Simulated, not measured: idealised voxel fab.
process module | voxel lift off
Pictured: cross-section cut, 300 nm wide, on a grid of 5 nm square cells.
Cross-section spec: square-cell grid; bands listed top down; each band is one or more rows.
Basically the band line says how high the top is and how high the bottom is, in nm, and then what's in it from left to right, every material with its width in nm. Empty space shows up as "empty", and if a single material carries "throughout" it runs the full band edge to edge.
Heads up on the height convention: 0 is the point under which the incoming wafer is all one material, and the lowest band has no bottom, it just keeps going down, like "0 nm and below".
Width: "30->40" (first number = top row, second number = bottom row, same change from row to row of cells).
What does "nothing got changed" mean for a step? It means no cell of the cross-section changed in that step.
Empty spaces without an open route to the top, at least 8 cells in extent, make up the entry "Completely sealed voids"; each is given as width x height at distance, where the distance is measured from the left edge, and all are in nm.
Anything after a step's settings on that line? It's the simulator's own note about the step.
On any step carrying a mask, the "overlay nm" setting, if present on the step's line, tells how far right of its planned place the mask lay; negative values point to the left.

### Planned process steps
1) RECEIVE (material Si)
2) CONFORMAL_DEP (material Al2O3; thk nm 5)
3) PATTERN (tone open; mask id LINES; material resist; width nm 20; pitch nm 45; thk nm 15; overlay nm 0)
4) DIRECTIONAL_DEP (material Ru; thk nm 5)
5) STRIP (etch materials resist)
6) CONFORMAL_DEP (material SiO2; thk nm 5)

### As received (post step 1): cross-section
0 nm and below = Si throughout
Completely sealed voids: none

### The cross-section shown corresponds to the wafer at the conclusion of the module. The initial structure and the process plan are those presented above; however, one mistake occurred in executing the plan
25 nm to 20 nm = 80 of empty, 140 of SiO2, 80 of empty
20 nm to 10 nm = SiO2 throughout
10 nm to 5 nm = 95 of SiO2, 20 of Ru, 25 of SiO2, 20 of Ru, 25 of SiO2, 20 of Ru, 95 of SiO2
5 nm to 0 nm = Al2O3 throughout
0 nm and below = Si throughout
Completely sealed voids: none
Deviation from plan: step 6 ran with different settings than intended, the actual operation and settings being CONFORMAL_DEP (material SiO2; thk nm 15)
